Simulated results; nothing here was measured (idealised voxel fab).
voxel self aligned vias: a process module
Square cell edge 5 nm, section width 170 nm, ID cut.
In what follows, cross-sections appear as grids of square cells, described through bands that run from the top down, where every band is one or more rows of cells. Heights first: top, then bottom, in nm. Then materials, left to right, each with a width in nm. "throughout" on a single material: fills the band edge to edge. "air": empty space. We count height from 0. Below that, the starting wafer is all one material. The lowest band never ends at the bottom but goes on down; see "from 0 down" for how that is written. Top row gets the first number, bottom row gets the second, and each row in between changes by the same step: that is how a band width like "30 to 40" works. "same as before", as given for a step, is the statement that not any cell of the cross-section underwent a change during that step. Entry "Enclosed void catalog". Content: empty spaces with no open connection to the top, size 8 cells or greater. Each: width x height at distance. Distance: from left edge. Unit: nm. Where a step's line continues beyond its settings, the continuation is a remark by the simulator itself on that step. On any step carrying a mask, the "overlay nm" setting, if present on the step's line, tells how far right of its planned place the mask lay; negative values point to the left.
HERE'S WHAT THE PLANNED PROCESS STEPS LOOK LIKE
1. RECEIVE,material Si
2. CONFORMAL_DEP,material SiO2,thk nm 10
3. CONFORMAL_DEP,material SiCN,thk nm 5
4. DIRECTIONAL_DEP,material SiO2,thk nm 30
5. DIRECTIONAL_DEP,material aC,thk nm 10
6. PATTERN,tone open,mask id LINES,material resist,width nm 20,pitch nm 45,thk nm 25,overlay nm 0
7. DIRECTIONAL_ETCH,etch materials aC,depth nm 10
8. STRIP,etch materials resist
9. DIRECTIONAL_ETCH,etch materials SiO2,depth nm 30
10. STRIP,etch materials aC
11. CONFORMAL_DEP,material TiN,thk nm 5
12. FILL_DEP,material W,thk nm 10
13. CMP,height nm 45
14. SELECTIVE_ETCH,etch materials W Ru TiN,depth nm 10
15. FILL_DEP,material SiN,thk nm 10
16. CMP,height nm 45
17. DIRECTIONAL_DEP,material SiO2,thk nm 15
18. PATTERN,tone open,mask id VIAS,material resist,width nm 30,pitch nm 45,thk nm 15,overlay nm 0
19. DIRECTIONAL_ETCH,etch materials SiO2,depth nm 15
20. DIRECTIONAL_ETCH,etch materials SiN,depth nm 10
21. STRIP,etch materials resist
22. CONFORMAL_DEP,material TiN,thk nm 5
23. FILL_DEP,material W,thk nm 5
24. CMP,height nm 60
25. CONFORMAL_DEP,material SiCN,thk nm 5
CROSS-SECTION OF THE WAFER AT RECEIPT, WHICH IS THE CONDITION AFTER STEP 1
> from 0 down | Si throughout
> Enclosed void catalog: none
WAFER CROSS-SECTION AT END OF MODULE: START AND PLAN AS SHOWN ABOVE, ONE EXECUTION ERROR
> from 65 to 60 | SiCN throughout
> from 60 to 45 | 45 of SiO2 / 5 of TiN / 20 of W / 5 of TiN / 15 of SiO2 / 5 of TiN / 20 of W / 5 of TiN / 50 of SiO2
> from 45 to 40 | 45 of SiN / 5 of TiN / 20 of W / 5 of TiN / 15 of SiN / 5 of TiN / 20 of W / 5 of TiN / 50 of SiN
> from 40 to 35 | 45 of SiN / 30 of TiN / 15 of SiN / 30 of TiN / 50 of SiN
> from 35 to 10 | 50 of SiO2 / 5 of TiN / 10 of W / 5 of TiN / 25 of SiO2 / 5 of TiN / 10 of W / 5 of TiN / 55 of SiO2
> from 10 to 5 | 50 of SiO2 / 20 of TiN / 25 of SiO2 / 20 of TiN / 55 of SiO2
> from 5 to 0 | SiCN throughout
> from 0 down | Si throughout
> Enclosed void catalog: none
Diagnosis: not run: step 2 of the plan (skipped)
